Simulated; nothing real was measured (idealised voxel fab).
The process module that follows is named voxel transistor to metal.
The cross-section on display is named cut; it measures 280 nm wide, and its cells are 5 nm squares.
Cross-section format: a grid of square cells, given as bands from top to bottom; each band is one or more rows of cells. In this notation a band is specified by the heights of its top and bottom, in that order and in nm, after which its materials appear from left to right, each paired with its width in nm. The word "edge to edge" attached to a single material means that material fills the band from edge to edge; the word "empty" stands for empty space. Basically, 0 is our baseline, since under it the wafer straight out of the box is all one material. The bottom band has no lower end and keeps on going down, so it looks like "top 0, no bottom". Quick explanation for "30 to 40": the width changes in equal steps down the rows of cells, from the first number in the band's top row to the second number in its bottom row. No cell of the cross-section changed in a step that is given as "no alteration". "Cavities, closed": sealed empty spaces, 8 cells or more, no open way to top, listed width x height at distance, with distance from the left edge and width, height and distance in nm. It should be noted that, on the line of a given step, the content following the step's settings is a remark produced by the simulator itself with respect to that step. overlay nm: mask offset rightward from planned place, masked step; negative means leftward offset.
The planned process steps are enumerated hereunder
1) RECEIVE (material Si)
2) OXIDIZE (depth nm 5)
3) CONFORMAL_DEP (material SiN; thk nm 15)
4) MASKED_ETCH (tone cover; mask id ACTIVE; width nm 100; pitch nm 130; etch materials SiN; depth nm 15; overlay nm 0)
5) MASKED_ETCH (tone cover; mask id ACTIVE; width nm 100; pitch nm 130; etch materials SiO2; depth nm 5; overlay nm 0)
6) MASKED_ETCH (tone cover; mask id ACTIVE; width nm 100; pitch nm 130; etch materials Si; depth nm 25; overlay nm 0)
7) OXIDIZE (depth nm 5)
8) FILL_DEP (material SiO2; thk nm 5)
9) CMP (height nm 15)
10) SELECTIVE_ETCH (etch materials SiO2; depth nm 15)
11) STRIP (etch materials SiN)
12) SELECTIVE_ETCH (etch materials SiO2; depth nm 5)
13) OXIDIZE (depth nm 5)
14) DIRECTIONAL_DEP (material polySi; thk nm 20)
15) DIRECTIONAL_DEP (material SiCN; thk nm 10)
16) MASKED_ETCH (tone cover; mask id GATE; width nm 20; pitch nm 130; etch materials SiCN; depth nm 20; overlay nm 0)
17) MASKED_ETCH (tone cover; mask id GATE; width nm 20; pitch nm 130; etch materials polySi; depth nm 30; overlay nm 0)
18) CONFORMAL_DEP (material SiN; thk nm 5)
19) DIRECTIONAL_ETCH (etch materials SiN; depth nm 5)
20) DIRECTIONAL_ETCH (etch materials SiO2; depth nm 5)
21) EPI (material pSi; thk nm 5)
22) FILL_DEP (material SiO2; thk nm 10)
23) CMP (height nm 25)
24) DIRECTIONAL_DEP (material SiO2; thk nm 10)
25) DIRECTIONAL_DEP (material aC; thk nm 15)
26) PATTERN (tone open; mask id CONTACT; material resist; width nm 30; thk nm 30; overlay nm 0)
27) DIRECTIONAL_ETCH (etch materials aC; depth nm 15)
28) STRIP (etch materials resist)
29) DIRECTIONAL_ETCH (etch materials SiO2; depth nm 40)
30) STRIP (etch materials aC)
31) CONFORMAL_DEP (material TiN; thk nm 5)
32) FILL_DEP (material W; thk nm 10)
33) CMP (height nm 35)
34) CONFORMAL_DEP (material SiN; thk nm 5)
35) DIRECTIONAL_DEP (material SiO2; thk nm 15)
36) DIRECTIONAL_DEP (material aC; thk nm 10)
37) PATTERN (tone open; mask id METAL_1; material resist; width nm 15; thk nm 30; overlay nm 0)
38) DIRECTIONAL_ETCH (etch materials aC; depth nm 10)
39) STRIP (etch materials resist)
40) DIRECTIONAL_ETCH (etch materials SiO2; depth nm 15)
41) DIRECTIONAL_ETCH (etch materials SiN; depth nm 5)
42) STRIP (etch materials aC)
43) CONFORMAL_DEP (material TiN; thk nm 5)
44) FILL_DEP (material Cu; thk nm 10)
45) CMP (height nm 55)
46) CONFORMAL_DEP (material SiN; thk nm 5)
Cross-section, incoming material, after step 1
  top 0, no bottom: Si edge to edge
  Cavities, closed: none
First of two wafers: cross-section at end of module, run per plan
  top 60, bottom 55: SiN edge to edge
  top 55, bottom 40: 30 of SiO2 / 5 of TiN / 5 of Cu / 5 of TiN / 60 of SiO2 / 5 of TiN / 5 of Cu / 5 of TiN / 40 of SiO2 / 5 of TiN / 5 of Cu / 5 of TiN / 60 of SiO2 / 5 of TiN / 5 of Cu / 5 of TiN / 30 of SiO2
  top 40, bottom 35: 30 of SiN / 15 of TiN / 60 of SiN / 15 of TiN / 40 of SiN / 15 of TiN / 60 of SiN / 15 of TiN / 30 of SiN
  top 35, bottom 25: 30 of SiO2 / 5 of TiN / 20 of W / 5 of TiN / 30 of SiO2 / 5 of TiN / 20 of W / 5 of TiN / 40 of SiO2 / 5 of TiN / 20 of W / 5 of TiN / 30 of SiO2 / 5 of TiN / 20 of W / 5 of TiN / 30 of SiO2
  top 25, bottom 15: 30 of SiO2 / 5 of TiN / 20 of W / 5 of TiN / 5 of SiN / 20 of SiCN / 5 of SiN / 5 of TiN / 20 of W / 5 of TiN / 40 of SiO2 / 5 of TiN / 20 of W / 5 of TiN / 5 of SiN / 20 of SiCN / 5 of SiN / 5 of TiN / 20 of W / 5 of TiN / 30 of SiO2
  top 15, bottom 0: 30 of SiO2 / 5 of TiN / 20 of W / 5 of TiN / 5 of SiN / 20 of polySi / 5 of SiN / 5 of TiN / 20 of W / 5 of TiN / 40 of SiO2 / 5 of TiN / 20 of W / 5 of TiN / 5 of SiN / 20 of polySi / 5 of SiN / 5 of TiN / 20 of W / 5 of TiN / 30 of SiO2
  top 0, bottom -5: 30 of SiO2 / 30 of TiN / 5 of SiN / 20 of polySi / 5 of SiN / 30 of TiN / 40 of SiO2 / 30 of TiN / 5 of SiN / 20 of polySi / 5 of SiN / 30 of TiN / 30 of SiO2
  top -5, bottom -10: 25 of SiO2 / 35 of pSi / 30 of SiO2 / 35 of pSi / 30 of SiO2 / 35 of pSi / 30 of SiO2 / 35 of pSi / 25 of SiO2
  top -10, bottom -35: 30 of SiO2 / 90 of Si / 40 of SiO2 / 90 of Si / 30 of SiO2
  top -35, no bottom: Si edge to edge
  Cavities, closed: none
Presented here is a cross-section of the second of the two wafers as it stood at the end of the module. It was started in the same manner and assigned the same plan as the first wafer; however, one mistake was made in its execution
  top 60, bottom 55: SiN edge to edge
  top 55, bottom 40: 30 of SiO2 / 5 of TiN / 5 of Cu / 5 of TiN / 60 of SiO2 / 5 of TiN / 5 of Cu / 5 of TiN / 40 of SiO2 / 5 of TiN / 5 of Cu / 5 of TiN / 60 of SiO2 / 5 of TiN / 5 of Cu / 5 of TiN / 30 of SiO2
  top 40, bottom 35: 30 of SiN / 15 of TiN / 60 of SiN / 15 of TiN / 40 of SiN / 15 of TiN / 60 of SiN / 15 of TiN / 30 of SiN
  top 35, bottom 25: 30 of SiO2 / 5 of TiN / 20 of W / 5 of TiN / 30 of SiO2 / 5 of TiN / 20 of W / 5 of TiN / 40 of SiO2 / 5 of TiN / 20 of W / 5 of TiN / 30 of SiO2 / 5 of TiN / 20 of W / 5 of TiN / 30 of SiO2
  top 25, bottom 20: 30 of SiO2 / 5 of TiN / 20 of W / 5 of TiN / 5 of SiN / 20 of SiCN / 5 of SiN / 5 of TiN / 20 of W / 5 of TiN / 40 of SiO2 / 5 of TiN / 20 of W / 5 of TiN / 5 of SiN / 20 of SiCN / 5 of SiN / 5 of TiN / 20 of W / 5 of TiN / 30 of SiO2
  top 20, bottom 0: 30 of SiO2 / 5 of TiN / 20 of W / 5 of TiN / 5 of SiN / 20 of polySi / 5 of SiN / 5 of TiN / 20 of W / 5 of TiN / 40 of SiO2 / 5 of TiN / 20 of W / 5 of TiN / 5 of SiN / 20 of polySi / 5 of SiN / 5 of TiN / 20 of W / 5 of TiN / 30 of SiO2
  top 0, bottom -5: 30 of SiO2 / 30 of TiN / 5 of SiN / 20 of polySi / 5 of SiN / 30 of TiN / 40 of SiO2 / 30 of TiN / 5 of SiN / 20 of polySi / 5 of SiN / 30 of TiN / 30 of SiO2
  top -5, bottom -10: 25 of SiO2 / 35 of pSi / 30 of SiO2 / 35 of pSi / 30 of SiO2 / 35 of pSi / 30 of SiO2 / 35 of pSi / 25 of SiO2
  top -10, bottom -35: 30 of SiO2 / 90 of Si / 40 of SiO2 / 90 of Si / 30 of SiO2
  top -35, no bottom: Si edge to edge
  Cavities, closed: none
Which mistake was made when the wafer was run? so step 14 ended up running with a different setting than we planned, it ran as DIRECTIONAL_DEP (material polySi; thk nm 25)
End check, counted in cells, second wafer has more or fewer of these materials than the first: -8 SiCN, +8 polySi
